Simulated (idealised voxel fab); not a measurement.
The process module presented herein is designated voxel self aligned vias.
FYI the section here is cut, 255 nm wide, cells are 5 nm squares.
Heads up, the way a cross-section reads in here is a grid of square cells, handed over as bands from the top down, with every band being one or more rows of cells. Band entry format. Leading values: height of top, height of bottom, nm. Remainder: materials in left-to-right order, each with its width in nm. Special words: "edge to edge" on a single material, which then fills the band edge to edge; "air", empty space. Zero point of the height axis is 0; under it, received wafer = one material. Lowest band: continues down indefinitely, "0..down". Per-row width for "30->40": begins at first number (top row of band), ends at second number (bottom row), increment between rows held constant. What does "remains unaltered" mean for a step? It means no cell of the cross-section changed in that step. Each empty space that has no open way to the top and spans at least 8 cells appears under "Closed void entries" as width x height at distance, the distance counted from the left edge, all in nm. If you see something after the settings on a step's line, that's the simulator's own remark about that step. overlay nm: step with mask; distance mask lay right of planned place; negative value = left of planned place.
**Here's what the planned process steps look like**
1. op RECEIVE | material Si
2. op CONFORMAL_DEP | material SiO2 | thk nm 10
3. op CONFORMAL_DEP | material SiCN | thk nm 5
4. op DIRECTIONAL_DEP | material lowk | thk nm 20
5. op MASKED_ETCH | tone open | mask id LINES | width nm 20 | pitch nm 55 | etch materials lowk | depth nm 20 | overlay nm 0
6. op CONFORMAL_DEP | material TiN | thk nm 5
7. op FILL_DEP | material W | thk nm 5
8. op CMP | height nm 35
9. op SELECTIVE_ETCH | etch materials W Ru TiN | depth nm 5
10. op FILL_DEP | material SiN | thk nm 10
11. op CMP | height nm 35
12. op DIRECTIONAL_DEP | material lowk | thk nm 20
13. op PATTERN | tone open | mask id VIAS | material resist | width nm 40 | pitch nm 55 | thk nm 20 | overlay nm 0
14. op DIRECTIONAL_ETCH | etch materials lowk | depth nm 20
15. op DIRECTIONAL_ETCH | etch materials SiN | depth nm 5
16. op STRIP | etch materials resist
17. op CONFORMAL_DEP | material TiN | thk nm 5
18. op FILL_DEP | material Ru | thk nm 10
19. op CMP | height nm 55
20. op CONFORMAL_DEP | material SiCN | thk nm 5
**Cross-sectional view of the wafer in its as-received condition, corresponding to the state after step 1**
    0..down | Si edge to edge
    Closed void entries: none
**Cross-section, first of two wafers, end of module, run as planned**
    60..55 | SiCN edge to edge
    55..40 | lowk (50)  TiN (5)  Ru (30)  TiN (5)  lowk (15)  TiN (5)  Ru (30)  TiN (5)  lowk (15)  TiN (5)  Ru (30)  TiN (5)  lowk (55)
    40..35 | lowk (50)  TiN (15)  Ru (10)  TiN (15)  lowk (15)  TiN (15)  Ru (10)  TiN (15)  lowk (15)  TiN (15)  Ru (10)  TiN (15)  lowk (55)
    35..30 | lowk (60)  TiN (20)  lowk (35)  TiN (20)  lowk (35)  TiN (20)  lowk (65)
    30..20 | lowk (60)  TiN (5)  W (10)  TiN (5)  lowk (35)  TiN (5)  W (10)  TiN (5)  lowk (35)  TiN (5)  W (10)  TiN (5)  lowk (65)
    20..15 | lowk (60)  TiN (20)  lowk (35)  TiN (20)  lowk (35)  TiN (20)  lowk (65)
    15..10 | SiCN edge to edge
    10..0 | SiO2 edge to edge
    0..down | Si edge to edge
    Closed void entries: none
**Same start, same plan as the first wafer - but one mistake in the run. Cross-section of the second of the two at the end of the module**
    75..70 | SiCN edge to edge
    70..60 | Ru edge to edge
    60..55 | TiN (55)  Ru (30)  TiN (25)  Ru (30)  TiN (25)  Ru (30)  TiN (60)
    55..40 | lowk (50)  TiN (5)  Ru (30)  TiN (5)  lowk (15)  TiN (5)  Ru (30)  TiN (5)  lowk (15)  TiN (5)  Ru (30)  TiN (5)  lowk (55)
    40..35 | lowk (50)  TiN (15)  Ru (10)  TiN (15)  lowk (15)  TiN (15)  Ru (10)  TiN (15)  lowk (15)  TiN (15)  Ru (10)  TiN (15)  lowk (55)
    35..30 | lowk (60)  TiN (20)  lowk (35)  TiN (20)  lowk (35)  TiN (20)  lowk (65)
    30..20 | lowk (60)  TiN (5)  W (10)  TiN (5)  lowk (35)  TiN (5)  W (10)  TiN (5)  lowk (35)  TiN (5)  W (10)  TiN (5)  lowk (65)
    20..15 | lowk (60)  TiN (20)  lowk (35)  TiN (20)  lowk (35)  TiN (20)  lowk (65)
    15..10 | SiCN edge to edge
    10..0 | SiO2 edge to edge
    0..down | Si edge to edge
    Closed void entries: none
What was the processing mistake? not run: step 19 of the plan (skipped)
Final comparison by cell count, materials where the second wafer has more or fewer than the first: Ru +120; TiN +33
